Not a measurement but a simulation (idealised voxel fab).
process module | voxel transistor to metal
cross-section cut | 210 nm wide | cells 5 nm
A cross-section is a grid of square cells, given in bands from the top down. A band is one or more rows of cells.
Each band's line starts with the height of the band's top and of its bottom, in nm. Then come its materials from left to right, each with its width in nm. One material with "throughout" fills the band from edge to edge. "air" is empty space.
Height 0 is the level under which the wafer as received is all one material. The lowest band goes on downwards, as in "0 down".
A width such as "30 to 40" changes by the same amount from each row of cells to the next, from the band's top row to its bottom row.
"no change" after a step means that no cell of the cross-section changed.
closed voids: empty space of 8 cells or more with no open way to the top, each as width x height at its distance from the left edge, in nm
after a step's settings: what the simulator itself notes on the step
overlay nm, on a step with a mask: how far to the right of its planned place the mask lay; to the left if negative
Each pair below shows a cross-section before one step and the cross-section after it, down to the lowest band that changed. The line under each pair gives the step between them, with its settings. The pairs can come from different runs of this module on the same starting wafer, so a pair continues from the pair above only where its "before" says so.
before
  0 down: Si throughout
  closed voids: none
after
  5 to 0: SiO2 throughout
  below 0: unchanged
  closed voids: none
the step between: op CONFORMAL_DEP | material SiO2 | thk nm 5
before: the cross-section after the pair above
after
  15 to 5: SiN throughout
  below 5: unchanged
  closed voids: none
the step between: op CONFORMAL_DEP | material SiN | thk nm 10
before: the cross-section after the pair above
after
  15 to 5: air 50 | SiN 110 | air 50
  below 5: unchanged
  closed voids: none
the step between: op MASKED_ETCH | tone cover | mask id ACTIVE | width nm 110 | etch materials SiN | depth nm 10 | overlay nm 0
before: the cross-section after the pair above
after
  15 to 5: air 50 | SiN 110 | air 50
  5 to 0: air 50 | SiO2 110 | air 50
  below 0: unchanged
  closed voids: none
the step between: op MASKED_ETCH | tone cover | mask id ACTIVE | width nm 110 | etch materials SiO2 | depth nm 5 | overlay nm 0
before: the cross-section after the pair above
after
  15 to 5: air 50 | SiN 110 | air 50
  5 to 0: air 50 | SiO2 110 | air 50
  0 to -25: air 50 | Si 110 | air 50
  below -25: unchanged
  closed voids: none
the step between: op MASKED_ETCH | tone cover | mask id ACTIVE | width nm 110 | etch materials Si | depth nm 25 | overlay nm 0
before: the cross-section after the pair above
after
  25 to 15: SiO2 throughout
  15 to 5: SiO2 50 | SiN 110 | SiO2 50
  5 to 0: SiO2 throughout
  0 to -25: SiO2 50 | Si 110 | SiO2 50
  below -25: unchanged
  closed voids: none
the step between: op FILL_DEP | material SiO2 | thk nm 10
before: the cross-section after the pair above
after
  15 to 5: SiO2 50 | SiN 110 | SiO2 50
  below 5: unchanged
  closed voids: none
the step between: op CMP | height nm 15
before: the cross-section after the pair above
after
  15 to 10: air 50 | SiN 110 | air 50
  below 10: unchanged
  closed voids: none
the step between: op SELECTIVE_ETCH | etch materials SiO2 | depth nm 5
before: the cross-section after the pair above
after
  10 to 5: SiO2 50 | air 110 | SiO2 50
  below 5: unchanged
  closed voids: none
the step between: op STRIP | etch materials SiN
before: the cross-section after the pair above
after
  5 to 0: SiO2 45 | air 120 | SiO2 45
  below 0: unchanged
  closed voids: none
the step between: op SELECTIVE_ETCH | etch materials SiO2 | depth nm 5
before: the cross-section after the pair above
after
  5 to 0: SiO2 45 | air 120 | SiO2 45
  0 to -5: SiO2 throughout
  below -5: unchanged
  closed voids: none
the step between: op OXIDIZE | depth nm 5
before: the cross-section after the pair above
after
  30 to 25: polySi 45 | air 120 | polySi 45
  25 to 5: polySi throughout
  5 to 0: SiO2 45 | polySi 120 | SiO2 45
  below 0: unchanged
  closed voids: none
the step between: op DIRECTIONAL_DEP | material polySi | thk nm 25
before: the cross-section after the pair above
after
  45 to 40: SiCN 45 | air 120 | SiCN 45
  40 to 30: SiCN throughout
  30 to 25: polySi 45 | SiCN 120 | polySi 45
  below 25: unchanged
  closed voids: none
the step between: op DIRECTIONAL_DEP | material SiCN | thk nm 15
before: the cross-section after the pair above
after
  40 to 30: air 90 | SiCN 30 | air 90
  30 to 25: polySi 45 | air 45 | SiCN 30 | air 45 | polySi 45
  below 25: unchanged
  closed voids: none
the step between: op MASKED_ETCH | tone cover | mask id GATE | width nm 30 | etch materials SiCN | depth nm 25 | overlay nm 0
before: the cross-section after the pair above
after
  40 to 25: air 90 | SiCN 30 | air 90
  25 to 5: air 90 | polySi 30 | air 90
  5 to 0: SiO2 45 | air 45 | polySi 30 | air 45 | SiO2 45
  below 0: unchanged
  closed voids: none
the step between: op MASKED_ETCH | tone cover | mask id GATE | width nm 30 | etch materials polySi | depth nm 35 | overlay nm 0
before: the cross-section after the pair above
after
  45 to 40: air 85 | SiN 40 | air 85
  40 to 25: air 85 | SiN 5 | SiCN 30 | SiN 5 | air 85
  25 to 10: air 85 | SiN 5 | polySi 30 | SiN 5 | air 85
  10 to 5: SiN 50 | air 35 | SiN 5 | polySi 30 | SiN 5 | air 35 | SiN 50
  5 to 0: SiO2 45 | SiN 45 | polySi 30 | SiN 45 | SiO2 45
  below 0: unchanged
  closed voids: none
the step between: op CONFORMAL_DEP | material SiN | thk nm 5
before: the cross-section after the pair above
after
  40 to 25: air 85 | SiN 5 | SiCN 30 | SiN 5 | air 85
  25 to 5: air 85 | SiN 5 | polySi 30 | SiN 5 | air 85
  5 to 0: SiO2 45 | SiN 5 | air 35 | SiN 5 | polySi 30 | SiN 5 | air 35 | SiN 5 | SiO2 45
  below 0: unchanged
  closed voids: none
the step between: op DIRECTIONAL_ETCH | etch materials SiN | depth nm 5
before: the cross-section after the pair above
after
  40 to 25: air 85 | SiN 5 | SiCN 30 | SiN 5 | air 85
  25 to 5: air 85 | SiN 5 | polySi 30 | SiN 5 | air 85
  5 to 0: air 45 | SiN 5 | air 35 | SiN 5 | polySi 30 | SiN 5 | air 35 | SiN 5 | air 45
  0 to -5: SiO2 50 | air 35 | SiO2 40 | air 35 | SiO2 50
  below -5: unchanged
  closed voids: none
the step between: op DIRECTIONAL_ETCH | etch materials SiO2 | depth nm 5
before: the cross-section after the pair above
after
  40 to 25: air 85 | SiN 5 | SiCN 30 | SiN 5 | air 85
  25 to 5: air 85 | SiN 5 | polySi 30 | SiN 5 | air 85
  5 to 0: air 45 | SiN 5 | air 35 | SiN 5 | polySi 30 | SiN 5 | air 35 | SiN 5 | air 45
  0 to -5: SiO2 50 | air 35 | SiO2 40 | air 35 | SiO2 50
  -5 to -20: SiO2 50 | air 35 | Si 40 | air 35 | SiO2 50
  below -20: unchanged
  closed voids: none
the step between: op DIRECTIONAL_ETCH | etch materials Si | depth nm 15
before: the cross-section after the pair above
after
  40 to 25: air 85 | SiN 5 | SiCN 30 | SiN 5 | air 85
  25 to 10: air 85 | SiN 5 | polySi 30 | SiN 5 | air 85
  10 to 5: air 70 | pSi 15 | SiN 5 | polySi 30 | SiN 5 | pSi 15 | air 70
  5 to 0: air 45 | SiN 5 | air 20 | pSi 15 | SiN 5 | polySi 30 | SiN 5 | pSi 15 | air 20 | SiN 5 | air 45
  0 to -5: SiO2 50 | air 20 | pSi 15 | SiO2 40 | pSi 15 | air 20 | SiO2 50
  -5 to -20: SiO2 50 | pSi 35 | Si 40 | pSi 35 | SiO2 50
  below -20: unchanged
  closed voids: none
the step between: op EPI | material pSi | thk nm 15
before: the cross-section after the pair above
after
  45 to 40: SiO2 throughout
  40 to 25: SiO2 85 | SiN 5 | SiCN 30 | SiN 5 | SiO2 85
  25 to 10: SiO2 85 | SiN 5 | polySi 30 | SiN 5 | SiO2 85
  10 to 5: SiO2 70 | pSi 15 | SiN 5 | polySi 30 | SiN 5 | pSi 15 | SiO2 70
  5 to 0: SiO2 45 | SiN 5 | SiO2 20 | pSi 15 | SiN 5 | polySi 30 | SiN 5 | pSi 15 | SiO2 20 | SiN 5 | SiO2 45
  0 to -5: SiO2 70 | pSi 15 | SiO2 40 | pSi 15 | SiO2 70
  below -5: unchanged
  closed voids: none
the step between: op FILL_DEP | material SiO2 | thk nm 5
before: the cross-section after the pair above
after
  25 to 10: SiO2 85 | SiN 5 | polySi 30 | SiN 5 | SiO2 85
  below 10: unchanged
  closed voids: none
the step between: op CMP | height nm 25
before: the cross-section after the pair above
after
  25 to 10: SiO2 85 | SiN 5 | air 30 | SiN 5 | SiO2 85
  10 to 5: SiO2 70 | pSi 15 | SiN 5 | air 30 | SiN 5 | pSi 15 | SiO2 70
  5 to 0: SiO2 45 | SiN 5 | SiO2 20 | pSi 15 | SiN 5 | air 30 | SiN 5 | pSi 15 | SiO2 20 | SiN 5 | SiO2 45
  below 0: unchanged
  closed voids: none
the step between: op STRIP | etch materials polySi
before: the cross-section after the pair above
after
  25 to 20: air 85 | SiN 5 | air 30 | SiN 5 | air 85
  20 to 10: SiO2 85 | SiN 5 | air 30 | SiN 5 | SiO2 85
  10 to 5: SiO2 70 | pSi 15 | SiN 5 | air 30 | SiN 5 | pSi 15 | SiO2 70
  5 to 0: SiO2 45 | SiN 5 | SiO2 20 | pSi 15 | SiN 5 | air 30 | SiN 5 | pSi 15 | SiO2 20 | SiN 5 | SiO2 45
  0 to -5: SiO2 70 | pSi 15 | air 40 | pSi 15 | SiO2 70
  below -5: unchanged
  closed voids: none
the step between: op SELECTIVE_ETCH | etch materials SiO2 | depth nm 5
before: the cross-section after the pair above
after
  30 to 25: air 80 | HfO2 15 | air 20 | HfO2 15 | air 80
  25 to 20: HfO2 85 | SiN 5 | HfO2 5 | air 20 | HfO2 5 | SiN 5 | HfO2 85
  20 to 10: SiO2 85 | SiN 5 | HfO2 5 | air 20 | HfO2 5 | SiN 5 | SiO2 85
  10 to 5: SiO2 70 | pSi 15 | SiN 5 | HfO2 5 | air 20 | HfO2 5 | SiN 5 | pSi 15 | SiO2 70
  5 to 0: SiO2 45 | SiN 5 | SiO2 20 | pSi 15 | SiN 5 | HfO2 5 | air 20 | HfO2 5 | SiN 5 | pSi 15 | SiO2 20 | SiN 5 | SiO2 45
  0 to -5: SiO2 70 | pSi 15 | HfO2 40 | pSi 15 | SiO2 70
  below -5: unchanged
  closed voids: none
the step between: op CONFORMAL_DEP | material HfO2 | thk nm 5
before: the cross-section after the pair above
after
  35 to 30: air 75 | TiN 25 | air 10 | TiN 25 | air 75
  30 to 25: TiN 80 | HfO2 15 | TiN 5 | air 10 | TiN 5 | HfO2 15 | TiN 80
  25 to 20: HfO2 85 | SiN 5 | HfO2 5 | TiN 5 | air 10 | TiN 5 | HfO2 5 | SiN 5 | HfO2 85
  20 to 10: SiO2 85 | SiN 5 | HfO2 5 | TiN 5 | air 10 | TiN 5 | HfO2 5 | SiN 5 | SiO2 85
  10 to 5: SiO2 70 | pSi 15 | SiN 5 | HfO2 5 | TiN 5 | air 10 | TiN 5 | HfO2 5 | SiN 5 | pSi 15 | SiO2 70
  5 to 0: SiO2 45 | SiN 5 | SiO2 20 | pSi 15 | SiN 5 | HfO2 5 | TiN 20 | HfO2 5 | SiN 5 | pSi 15 | SiO2 20 | SiN 5 | SiO2 45
  below 0: unchanged
  closed voids: none
the step between: op CONFORMAL_DEP | material TiN | thk nm 5
before: the cross-section after the pair above
after
  40 to 35: W throughout
  35 to 30: W 75 | TiN 25 | W 10 | TiN 25 | W 75
  30 to 25: TiN 80 | HfO2 15 | TiN 5 | W 10 | TiN 5 | HfO2 15 | TiN 80
  25 to 20: HfO2 85 | SiN 5 | HfO2 5 | TiN 5 | W 10 | TiN 5 | HfO2 5 | SiN 5 | HfO2 85
  20 to 10: SiO2 85 | SiN 5 | HfO2 5 | TiN 5 | W 10 | TiN 5 | HfO2 5 | SiN 5 | SiO2 85
  10 to 5: SiO2 70 | pSi 15 | SiN 5 | HfO2 5 | TiN 5 | W 10 | TiN 5 | HfO2 5 | SiN 5 | pSi 15 | SiO2 70
  below 5: unchanged
  closed voids: none
the step between: op FILL_DEP | material W | thk nm 5
before: the cross-section after the pair above
after
  20 to 10: SiO2 85 | SiN 5 | HfO2 5 | TiN 5 | W 10 | TiN 5 | HfO2 5 | SiN 5 | SiO2 85
  below 10: unchanged
  closed voids: none
the step between: op CMP | height nm 20
before: the cross-section after the pair above
after
  35 to 20: SiO2 throughout
  below 20: unchanged
  closed voids: none
the step between: op DIRECTIONAL_DEP | material SiO2 | thk nm 15
before: the cross-section after the pair above
after
  50 to 35: aC throughout
  below 35: unchanged
  closed voids: none
the step between: op DIRECTIONAL_DEP | material aC | thk nm 15
before: the cross-section after the pair above
after
  85 to 50: resist 60 | air 15 | resist 60 | air 15 | resist 60
  below 50: unchanged
  closed voids: none
the step between: op PATTERN | tone open | mask id CONTACT | material resist | width nm 15 | pitch nm 75 | thk nm 35 | overlay nm 0
before: the cross-section after the pair above
after
  70 to 50: resist 60 | air 15 | resist 60 | air 15 | resist 60
  50 to 35: aC 60 | air 15 | aC 60 | air 15 | aC 60
  below 35: unchanged
  closed voids: none
the step between: op DIRECTIONAL_ETCH | etch materials aC | depth nm 15
before: the cross-section after the pair above
after
  50 to 35: aC 60 | air 15 | aC 60 | air 15 | aC 60
  below 35: unchanged
  closed voids: none
the step between: op STRIP | etch materials resist
before: the cross-section after the pair above
after
  50 to 35: aC 60 | air 15 | aC 60 | air 15 | aC 60
  35 to 20: SiO2 60 | air 15 | SiO2 60 | air 15 | SiO2 60
  20 to 10: SiO2 60 | air 15 | SiO2 10 | SiN 5 | HfO2 5 | TiN 5 | W 10 | TiN 5 | HfO2 5 | SiN 5 | SiO2 10 | air 15 | SiO2 60
  10 to 5: SiO2 60 | air 10 | pSi 15 | SiN 5 | HfO2 5 | TiN 5 | W 10 | TiN 5 | HfO2 5 | SiN 5 | pSi 15 | air 10 | SiO2 60
  5 to 0: SiO2 45 | SiN 5 | SiO2 10 | air 10 | pSi 15 | SiN 5 | HfO2 5 | TiN 20 | HfO2 5 | SiN 5 | pSi 15 | air 10 | SiO2 10 | SiN 5 | SiO2 45
  0 to -5: SiO2 60 | air 10 | pSi 15 | HfO2 40 | pSi 15 | air 10 | SiO2 60
  below -5: unchanged
  closed voids: none
the step between: op DIRECTIONAL_ETCH | etch materials SiO2 | depth nm 40
before: the cross-section after the pair above
after
  35 to 20: SiO2 60 | air 15 | SiO2 60 | air 15 | SiO2 60
  below 20: unchanged
  closed voids: none
the step between: op STRIP | etch materials aC
before: the cross-section after the pair above
after
  40 to 35: TiN 65 | air 5 | TiN 70 | air 5 | TiN 65
  35 to 20: SiO2 60 | TiN 5 | air 5 | TiN 5 | SiO2 60 | TiN 5 | air 5 | TiN 5 | SiO2 60
  20 to 15: SiO2 60 | TiN 5 | air 5 | TiN 5 | SiO2 10 | SiN 5 | HfO2 5 | TiN 5 | W 10 | TiN 5 | HfO2 5 | SiN 5 | SiO2 10 | TiN 5 | air 5 | TiN 5 | SiO2 60
  15 to 10: SiO2 60 | TiN 15 | SiO2 10 | SiN 5 | HfO2 5 | TiN 5 | W 10 | TiN 5 | HfO2 5 | SiN 5 | SiO2 10 | TiN 15 | SiO2 60
  10 to 5: SiO2 60 | TiN 10 | pSi 15 | SiN 5 | HfO2 5 | TiN 5 | W 10 | TiN 5 | HfO2 5 | SiN 5 | pSi 15 | TiN 10 | SiO2 60
  5 to 0: SiO2 45 | SiN 5 | SiO2 10 | TiN 10 | pSi 15 | SiN 5 | HfO2 5 | TiN 20 | HfO2 5 | SiN 5 | pSi 15 | TiN 10 | SiO2 10 | SiN 5 | SiO2 45
  0 to -5: SiO2 60 | TiN 10 | pSi 15 | HfO2 40 | pSi 15 | TiN 10 | SiO2 60
  below -5: unchanged
  closed voids: none
the step between: op CONFORMAL_DEP | material TiN | thk nm 5
before: the cross-section after the pair above
after
  50 to 40: Ru throughout
  40 to 35: TiN 65 | Ru 5 | TiN 70 | Ru 5 | TiN 65
  35 to 20: SiO2 60 | TiN 5 | Ru 5 | TiN 5 | SiO2 60 | TiN 5 | Ru 5 | TiN 5 | SiO2 60
  20 to 15: SiO2 60 | TiN 5 | Ru 5 | TiN 5 | SiO2 10 | SiN 5 | HfO2 5 | TiN 5 | W 10 | TiN 5 | HfO2 5 | SiN 5 | SiO2 10 | TiN 5 | Ru 5 | TiN 5 | SiO2 60
  below 15: unchanged
  closed voids: none
the step between: op FILL_DEP | material Ru | thk nm 10
before: the cross-section after the pair above
after
  35 to 20: SiO2 60 | TiN 5 | Ru 5 | TiN 5 | SiO2 60 | TiN 5 | Ru 5 | TiN 5 | SiO2 60
  below 20: unchanged
  closed voids: none
the step between: op CMP | height nm 35
before: the cross-section after the pair above
after
  40 to 35: SiCN throughout
  below 35: unchanged
  closed voids: none
the step between: op CONFORMAL_DEP | material SiCN | thk nm 5
before: the cross-section after the pair above
after
  65 to 40: lowk throughout
  below 40: unchanged
  closed voids: none
the step between: op DIRECTIONAL_DEP | material lowk | thk nm 25
before: the cross-section after the pair above
after
  65 to 40: lowk 60 | air 15 | lowk 60 | air 15 | lowk 60
  below 40: unchanged
  closed voids: none
the step between: op MASKED_ETCH | tone open | mask id METAL_1 | width nm 15 | pitch nm 75 | etch materials lowk | depth nm 25 | overlay nm 0
before: the cross-section after the pair above
after
  65 to 40: lowk 60 | air 15 | lowk 60 | air 15 | lowk 60
  40 to 35: SiCN 60 | air 15 | SiCN 60 | air 15 | SiCN 60
  below 35: unchanged
  closed voids: none
the step between: op MASKED_ETCH | tone open | mask id METAL_1 | width nm 15 | pitch nm 75 | etch materials SiCN | depth nm 5 | overlay nm 0
before: the cross-section after the pair above
after
  70 to 65: TiN 65 | air 5 | TiN 70 | air 5 | TiN 65
  65 to 40: lowk 60 | TiN 5 | air 5 | TiN 5 | lowk 60 | TiN 5 | air 5 | TiN 5 | lowk 60
  40 to 35: SiCN 60 | TiN 15 | SiCN 60 | TiN 15 | SiCN 60
  below 35: unchanged
  closed voids: none
the step between: op CONFORMAL_DEP | material TiN | thk nm 5
before: the cross-section after the pair above
after
  80 to 70: Cu throughout
  70 to 65: TiN 65 | Cu 5 | TiN 70 | Cu 5 | TiN 65
  65 to 40: lowk 60 | TiN 5 | Cu 5 | TiN 5 | lowk 60 | TiN 5 | Cu 5 | TiN 5 | lowk 60
  below 40: unchanged
  closed voids: none
the step between: op FILL_DEP | material Cu | thk nm 10
before: the cross-section after the pair above
after
  65 to 40: lowk 60 | TiN 5 | Cu 5 | TiN 5 | lowk 60 | TiN 5 | Cu 5 | TiN 5 | lowk 60
  below 40: unchanged
  closed voids: none
the step between: op CMP | height nm 65
before: the cross-section after the pair above
after
  70 to 65: SiN throughout
  below 65: unchanged
  closed voids: none
the step between: op CONFORMAL_DEP | material SiN | thk nm 5
before
  80 to 70: Cu throughout
  70 to 65: TiN 65 | Cu 5 | TiN 70 | Cu 5 | TiN 65
  65 to 40: lowk 60 | TiN 5 | Cu 5 | TiN 5 | lowk 60 | TiN 5 | Cu 5 | TiN 5 | lowk 60
  40 to 35: SiCN 60 | TiN 15 | SiCN 60 | TiN 15 | SiCN 60
  35 to 20: SiO2 60 | TiN 5 | Ru 5 | TiN 5 | SiO2 60 | TiN 5 | Ru 5 | TiN 5 | SiO2 60
  20 to 15: SiO2 60 | TiN 5 | Ru 5 | TiN 5 | SiO2 10 | SiN 5 | HfO2 5 | TiN 5 | W 10 | TiN 5 | HfO2 5 | SiN 5 | SiO2 10 | TiN 5 | Ru 5 | TiN 5 | SiO2 60
  15 to 10: SiO2 60 | TiN 15 | SiO2 10 | SiN 5 | HfO2 5 | TiN 5 | W 10 | TiN 5 | HfO2 5 | SiN 5 | SiO2 10 | TiN 15 | SiO2 60
  10 to 5: SiO2 60 | TiN 10 | pSi 15 | SiN 5 | HfO2 5 | TiN 5 | W 10 | TiN 5 | HfO2 5 | SiN 5 | pSi 15 | TiN 10 | SiO2 60
  5 to 0: SiO2 45 | SiN 5 | SiO2 10 | TiN 10 | pSi 15 | SiN 5 | HfO2 5 | TiN 20 | HfO2 5 | SiN 5 | pSi 15 | TiN 10 | SiO2 10 | SiN 5 | SiO2 45
  0 to -5: SiO2 60 | TiN 10 | pSi 15 | HfO2 40 | pSi 15 | TiN 10 | SiO2 60
  -5 to -20: SiO2 50 | pSi 35 | Si 40 | pSi 35 | SiO2 50
  -20 to -25: SiO2 50 | Si 110 | SiO2 50
  -25 down: Si throughout
  closed voids: none
after
  85 to 80: SiN throughout
  below 80: unchanged
  closed voids: none
the step between: op CONFORMAL_DEP | material SiN | thk nm 5
before
  15 to 5: air 50 | SiN 110 | air 50
  5 to 0: air 50 | SiO2 110 | air 50
  0 to -25: air 50 | Si 110 | air 50
  -25 down: Si throughout
  closed voids: none
after
  15 to 5: air 50 | SiN 110 | air 50
  5 to 0: air 50 | SiO2 110 | air 50
  0 to -50: air 50 | Si 110 | air 50
  below -50: unchanged
  closed voids: none
the step between: op MASKED_ETCH | tone cover | mask id ACTIVE | width nm 110 | etch materials Si | depth nm 25 | overlay nm 0
before: the cross-section after the pair above
after
  25 to 15: SiO2 throughout
  15 to 5: SiO2 50 | SiN 110 | SiO2 50
  5 to 0: SiO2 throughout
  0 to -50: SiO2 50 | Si 110 | SiO2 50
  below -50: unchanged
  closed voids: none
the step between: op FILL_DEP | material SiO2 | thk nm 10
before: the cross-section after the pair above
after
  15 to 5: SiO2 50 | SiN 110 | SiO2 50
  below 5: unchanged
  closed voids: none
the step between: op CMP | height nm 15
before: the cross-section after the pair above
after
  15 to 10: air 50 | SiN 110 | air 50
  below 10: unchanged
  closed voids: none
the step between: op SELECTIVE_ETCH | etch materials SiO2 | depth nm 5
before: the cross-section after the pair above
after
  10 to 5: SiO2 50 | air 110 | SiO2 50
  below 5: unchanged
  closed voids: none
the step between: op STRIP | etch materials SiN
before: the cross-section after the pair above
after
  5 to 0: SiO2 45 | air 120 | SiO2 45
  below 0: unchanged
  closed voids: none
the step between: op SELECTIVE_ETCH | etch materials SiO2 | depth nm 5
before: the cross-section after the pair above
after
  5 to 0: SiO2 45 | air 120 | SiO2 45
  0 to -5: SiO2 throughout
  below -5: unchanged
  closed voids: none
the step between: op OXIDIZE | depth nm 5
before: the cross-section after the pair above
after
  30 to 25: polySi 45 | air 120 | polySi 45
  25 to 5: polySi throughout
  5 to 0: SiO2 45 | polySi 120 | SiO2 45
  below 0: unchanged
  closed voids: none
the step between: op DIRECTIONAL_DEP | material polySi | thk nm 25
before: the cross-section after the pair above
after
  45 to 40: SiCN 45 | air 120 | SiCN 45
  40 to 30: SiCN throughout
  30 to 25: polySi 45 | SiCN 120 | polySi 45
  below 25: unchanged
  closed voids: none
the step between: op DIRECTIONAL_DEP | material SiCN | thk nm 15
before: the cross-section after the pair above
after
  40 to 30: air 90 | SiCN 30 | air 90
  30 to 25: polySi 45 | air 45 | SiCN 30 | air 45 | polySi 45
  below 25: unchanged
  closed voids: none
the step between: op MASKED_ETCH | tone cover | mask id GATE | width nm 30 | etch materials SiCN | depth nm 25 | overlay nm 0
before: the cross-section after the pair above
after
  40 to 25: air 90 | SiCN 30 | air 90
  25 to 5: air 90 | polySi 30 | air 90
  5 to 0: SiO2 45 | air 45 | polySi 30 | air 45 | SiO2 45
  below 0: unchanged
  closed voids: none
the step between: op MASKED_ETCH | tone cover | mask id GATE | width nm 30 | etch materials polySi | depth nm 35 | overlay nm 0
before: the cross-section after the pair above
after
  45 to 40: air 85 | SiN 40 | air 85
  40 to 25: air 85 | SiN 5 | SiCN 30 | SiN 5 | air 85
  25 to 10: air 85 | SiN 5 | polySi 30 | SiN 5 | air 85
  10 to 5: SiN 50 | air 35 | SiN 5 | polySi 30 | SiN 5 | air 35 | SiN 50
  5 to 0: SiO2 45 | SiN 45 | polySi 30 | SiN 45 | SiO2 45
  below 0: unchanged
  closed voids: none
the step between: op CONFORMAL_DEP | material SiN | thk nm 5
before: the cross-section after the pair above
after
  40 to 25: air 85 | SiN 5 | SiCN 30 | SiN 5 | air 85
  25 to 5: air 85 | SiN 5 | polySi 30 | SiN 5 | air 85
  5 to 0: SiO2 45 | SiN 5 | air 35 | SiN 5 | polySi 30 | SiN 5 | air 35 | SiN 5 | SiO2 45
  below 0: unchanged
  closed voids: none
the step between: op DIRECTIONAL_ETCH | etch materials SiN | depth nm 5
before: the cross-section after the pair above
after
  40 to 25: air 85 | SiN 5 | SiCN 30 | SiN 5 | air 85
  25 to 5: air 85 | SiN 5 | polySi 30 | SiN 5 | air 85
  5 to 0: air 45 | SiN 5 | air 35 | SiN 5 | polySi 30 | SiN 5 | air 35 | SiN 5 | air 45
  0 to -5: SiO2 50 | air 35 | SiO2 40 | air 35 | SiO2 50
  below -5: unchanged
  closed voids: none
the step between: op DIRECTIONAL_ETCH | etch materials SiO2 | depth nm 5
before: the cross-section after the pair above
after
  40 to 25: air 85 | SiN 5 | SiCN 30 | SiN 5 | air 85
  25 to 5: air 85 | SiN 5 | polySi 30 | SiN 5 | air 85
  5 to 0: air 45 | SiN 5 | air 35 | SiN 5 | polySi 30 | SiN 5 | air 35 | SiN 5 | air 45
  0 to -5: SiO2 50 | air 35 | SiO2 40 | air 35 | SiO2 50
  -5 to -20: SiO2 50 | air 35 | Si 40 | air 35 | SiO2 50
  below -20: unchanged
  closed voids: none
the step between: op DIRECTIONAL_ETCH | etch materials Si | depth nm 15
before: the cross-section after the pair above
after
  40 to 25: air 85 | SiN 5 | SiCN 30 | SiN 5 | air 85
  25 to 10: air 85 | SiN 5 | polySi 30 | SiN 5 | air 85
  10 to 5: air 70 | pSi 15 | SiN 5 | polySi 30 | SiN 5 | pSi 15 | air 70
  5 to 0: air 45 | SiN 5 | air 20 | pSi 15 | SiN 5 | polySi 30 | SiN 5 | pSi 15 | air 20 | SiN 5 | air 45
  0 to -5: SiO2 50 | air 20 | pSi 15 | SiO2 40 | pSi 15 | air 20 | SiO2 50
  -5 to -20: SiO2 50 | pSi 35 | Si 40 | pSi 35 | SiO2 50
  below -20: unchanged
  closed voids: none
the step between: op EPI | material pSi | thk nm 15
before: the cross-section after the pair above
after
  45 to 40: SiO2 throughout
  40 to 25: SiO2 85 | SiN 5 | SiCN 30 | SiN 5 | SiO2 85
  25 to 10: SiO2 85 | SiN 5 | polySi 30 | SiN 5 | SiO2 85
  10 to 5: SiO2 70 | pSi 15 | SiN 5 | polySi 30 | SiN 5 | pSi 15 | SiO2 70
  5 to 0: SiO2 45 | SiN 5 | SiO2 20 | pSi 15 | SiN 5 | polySi 30 | SiN 5 | pSi 15 | SiO2 20 | SiN 5 | SiO2 45
  0 to -5: SiO2 70 | pSi 15 | SiO2 40 | pSi 15 | SiO2 70
  below -5: unchanged
  closed voids: none
the step between: op FILL_DEP | material SiO2 | thk nm 5
before: the cross-section after the pair above
after
  25 to 10: SiO2 85 | SiN 5 | polySi 30 | SiN 5 | SiO2 85
  below 10: unchanged
  closed voids: none
the step between: op CMP | height nm 25
before: the cross-section after the pair above
after
  25 to 10: SiO2 85 | SiN 5 | air 30 | SiN 5 | SiO2 85
  10 to 5: SiO2 70 | pSi 15 | SiN 5 | air 30 | SiN 5 | pSi 15 | SiO2 70
  5 to 0: SiO2 45 | SiN 5 | SiO2 20 | pSi 15 | SiN 5 | air 30 | SiN 5 | pSi 15 | SiO2 20 | SiN 5 | SiO2 45
  below 0: unchanged
  closed voids: none
the step between: op STRIP | etch materials polySi
before: the cross-section after the pair above
after
  25 to 20: air 85 | SiN 5 | air 30 | SiN 5 | air 85
  20 to 10: SiO2 85 | SiN 5 | air 30 | SiN 5 | SiO2 85
  10 to 5: SiO2 70 | pSi 15 | SiN 5 | air 30 | SiN 5 | pSi 15 | SiO2 70
  5 to 0: SiO2 45 | SiN 5 | SiO2 20 | pSi 15 | SiN 5 | air 30 | SiN 5 | pSi 15 | SiO2 20 | SiN 5 | SiO2 45
  0 to -5: SiO2 70 | pSi 15 | air 40 | pSi 15 | SiO2 70
  below -5: unchanged
  closed voids: none
the step between: op SELECTIVE_ETCH | etch materials SiO2 | depth nm 5
before: the cross-section after the pair above
after
  30 to 25: air 80 | HfO2 15 | air 20 | HfO2 15 | air 80
  25 to 20: HfO2 85 | SiN 5 | HfO2 5 | air 20 | HfO2 5 | SiN 5 | HfO2 85
  20 to 10: SiO2 85 | SiN 5 | HfO2 5 | air 20 | HfO2 5 | SiN 5 | SiO2 85
  10 to 5: SiO2 70 | pSi 15 | SiN 5 | HfO2 5 | air 20 | HfO2 5 | SiN 5 | pSi 15 | SiO2 70
  5 to 0: SiO2 45 | SiN 5 | SiO2 20 | pSi 15 | SiN 5 | HfO2 5 | air 20 | HfO2 5 | SiN 5 | pSi 15 | SiO2 20 | SiN 5 | SiO2 45
  0 to -5: SiO2 70 | pSi 15 | HfO2 40 | pSi 15 | SiO2 70
  below -5: unchanged
  closed voids: none
the step between: op CONFORMAL_DEP | material HfO2 | thk nm 5
before: the cross-section after the pair above
after
  35 to 30: air 75 | TiN 25 | air 10 | TiN 25 | air 75
  30 to 25: TiN 80 | HfO2 15 | TiN 5 | air 10 | TiN 5 | HfO2 15 | TiN 80
  25 to 20: HfO2 85 | SiN 5 | HfO2 5 | TiN 5 | air 10 | TiN 5 | HfO2 5 | SiN 5 | HfO2 85
  20 to 10: SiO2 85 | SiN 5 | HfO2 5 | TiN 5 | air 10 | TiN 5 | HfO2 5 | SiN 5 | SiO2 85
  10 to 5: SiO2 70 | pSi 15 | SiN 5 | HfO2 5 | TiN 5 | air 10 | TiN 5 | HfO2 5 | SiN 5 | pSi 15 | SiO2 70
  5 to 0: SiO2 45 | SiN 5 | SiO2 20 | pSi 15 | SiN 5 | HfO2 5 | TiN 20 | HfO2 5 | SiN 5 | pSi 15 | SiO2 20 | SiN 5 | SiO2 45
  below 0: unchanged
  closed voids: none
the step between: op CONFORMAL_DEP | material TiN | thk nm 5
before: the cross-section after the pair above
after
  40 to 35: W throughout
  35 to 30: W 75 | TiN 25 | W 10 | TiN 25 | W 75
  30 to 25: TiN 80 | HfO2 15 | TiN 5 | W 10 | TiN 5 | HfO2 15 | TiN 80
  25 to 20: HfO2 85 | SiN 5 | HfO2 5 | TiN 5 | W 10 | TiN 5 | HfO2 5 | SiN 5 | HfO2 85
  20 to 10: SiO2 85 | SiN 5 | HfO2 5 | TiN 5 | W 10 | TiN 5 | HfO2 5 | SiN 5 | SiO2 85
  10 to 5: SiO2 70 | pSi 15 | SiN 5 | HfO2 5 | TiN 5 | W 10 | TiN 5 | HfO2 5 | SiN 5 | pSi 15 | SiO2 70
  below 5: unchanged
  closed voids: none
the step between: op FILL_DEP | material W | thk nm 5
